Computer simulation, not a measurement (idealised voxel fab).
Title: Process Module voxel ribs on slabs
Pictured: cross-section cut, 155 nm wide, on a grid of 5 nm square cells.
Square cells in a grid make up a cross-section in this document, and the grid is given as bands, listed from the top down, each one or more rows of cells. Band entry format. Leading values: height of top, height of bottom, nm. Remainder: materials in left-to-right order, each with its width in nm. Special words: "throughout" on a single material, which then fills the band edge to edge; "blank", empty space. Counting heights begins at 0, where everything beneath is, in the wafer as received, one material. The lowest band has no bottom; it goes on downwards, as "0..down" shows. When a width is written as two numbers, as in "30->40", the first number is the width in the top row of cells of the band and the second is the width in its bottom row, and the width changes by the same amount from each row to the next. It should be understood that the words "nothing changed", when stated for a given step, signify that the cross-section underwent no change in any of its cells during that step. Reported under the label "Closed cavity list" are the empty spaces having no open way to the top and comprising 8 cells or more; the notation for each is width x height at distance, in which the distance is measured from the left edge and all three values are in nm. Heads up: the bit after the settings on a step's line is the simulator's remark on that step. overlay nm: step with mask; distance mask lay right of planned place; negative value = left of planned place.
LIST OF PLANNED PROCESS STEPS
step 1: RECEIVE [material Si]
step 2: DIRECTIONAL_DEP [material SiO2] [thk nm 20]
step 3: DIRECTIONAL_DEP [material polySi] [thk nm 20]
step 4: PATTERN [tone cover] [mask id RIB] [material resist] [width nm 20] [thk nm 20] [overlay nm 0]
step 5: DIRECTIONAL_ETCH [etch materials polySi] [depth nm 15]
step 6: STRIP [etch materials resist]
step 7: PATTERN [tone cover] [mask id SLAB] [material resist] [width nm 60] [thk nm 20] [overlay nm 0]
step 8: DIRECTIONAL_ETCH [etch materials polySi] [depth nm 5]
step 9: STRIP [etch materials resist]
step 10: FILL_DEP [material SiO2] [thk nm 25]
step 11: CMP [height nm 60]
step 12: DIRECTIONAL_DEP [material W] [thk nm 5]
step 13: PATTERN [tone cover] [mask id HEATER] [material resist] [width nm 30] [thk nm 15] [overlay nm 0]
step 14: DIRECTIONAL_ETCH [etch materials W] [depth nm 5]
step 15: STRIP [etch materials resist]
step 16: CONFORMAL_DEP [material SiO2] [thk nm 5]
OF TWO WAFERS, THE FIRST: RUN ACCORDING TO PLAN
RECEIVED-STATE CROSS-SECTION, REFLECTING COMPLETION OF STEP 1
	0..down | Si throughout
	Closed cavity list: none
AFTER STEP 2
	20..0 | SiO2 throughout
	Below 0, the layers are the same as they were.
AFTER STEP 3
	40..20 | polySi throughout
	Below 20, the layers are the same as they were.
AFTER STEP 4
	60..40 | blank (65), then resist (20), then blank (70)
	Below 40, the layers are the same as they were.
AFTER STEP 5
	60..40 | blank (65), then resist (20), then blank (70)
	40..25 | blank (65), then polySi (20), then blank (70)
	Below 25, the layers are the same as they were.
AFTER STEP 6
	40..25 | blank (65), then polySi (20), then blank (70)
	Below 25, the layers are the same as they were.
AFTER STEP 7
	60..40 | blank (45), then resist (60), then blank (50)
	40..25 | blank (45), then resist (20), then polySi (20), then resist (20), then blank (50)
	Below 25, the layers are the same as they were.
AFTER STEP 8
	60..40 | blank (45), then resist (60), then blank (50)
	40..25 | blank (45), then resist (20), then polySi (20), then resist (20), then blank (50)
	25..20 | blank (45), then polySi (60), then blank (50)
	Below 20, the layers are the same as they were.
AFTER STEP 9
	40..25 | blank (65), then polySi (20), then blank (70)
	Below 25, the layers are the same as they were.
AFTER STEP 10
	65..40 | SiO2 throughout
	40..25 | SiO2 (65), then polySi (20), then SiO2 (70)
	25..20 | SiO2 (45), then polySi (60), then SiO2 (50)
	Below 20, the layers are the same as they were.
AFTER STEP 11
	60..40 | SiO2 throughout
	Below 40, the layers are the same as they were.
AFTER STEP 12
	65..60 | W throughout
	Below 60, the layers are the same as they were.
AFTER STEP 13
	80..65 | blank (60), then resist (30), then blank (65)
	Below 65, the layers are the same as they were.
AFTER STEP 14
	80..65 | blank (60), then resist (30), then blank (65)
	65..60 | blank (60), then W (30), then blank (65)
	Below 60, the layers are the same as they were.
AFTER STEP 15
	65..60 | blank (60), then W (30), then blank (65)
	Below 60, the layers are the same as they were.
AFTER STEP 16
	70..65 | blank (55), then SiO2 (40), then blank (60)
	65..60 | SiO2 (60), then W (30), then SiO2 (65)
	Below 60, the layers are the same as they were.
THE REMAINING WAFER, SECOND OF THE TWO, STARTED LIKE THE FIRST AND WAS RUN TO THE SAME PLAN, EXCEPT THAT ONE MISTAKE WAS MADE ALONG THE WAY; THE TWO COINCIDE THROUGH STEP 9, INCLUSIVE
CROSS-SECTION OF THE SECOND WAFER CORRESPONDING TO THE PLANNED CONCLUSION OF STEP 10
	65..20 | polySi throughout
	Below 20, the layers are the same as they were.
CROSS-SECTION OF THE SECOND WAFER CORRESPONDING TO THE PLANNED CONCLUSION OF STEP 11
	60..20 | polySi throughout
	Below 20, the layers are the same as they were.
CROSS-SECTION OF THE SECOND WAFER CORRESPONDING TO THE PLANNED CONCLUSION OF STEP 12
	65..60 | W throughout
	Below 60, the layers are the same as they were.
CROSS-SECTION OF THE SECOND WAFER CORRESPONDING TO THE PLANNED CONCLUSION OF STEP 13
	80..65 | blank (60), then resist (30), then blank (65)
	Below 65, the layers are the same as they were.
CROSS-SECTION OF THE SECOND WAFER CORRESPONDING TO THE PLANNED CONCLUSION OF STEP 14
	80..65 | blank (60), then resist (30), then blank (65)
	65..60 | blank (60), then W (30), then blank (65)
	Below 60, the layers are the same as they were.
CROSS-SECTION OF THE SECOND WAFER CORRESPONDING TO THE PLANNED CONCLUSION OF STEP 15
	65..60 | blank (60), then W (30), then blank (65)
	Below 60, the layers are the same as they were.
CROSS-SECTION OF THE SECOND WAFER CORRESPONDING TO THE PLANNED CONCLUSION OF STEP 16
	70..65 | blank (55), then SiO2 (40), then blank (60)
	65..60 | SiO2 (60), then W (30), then SiO2 (65)
	Below 60, the layers are the same as they were.
Here's what went sideways: step 10 ran as: FILL_DEP [material polySi] [thk nm 25]
at the end the second wafer has, in cells: 224 fewer of SiO2, 224 more of polySi
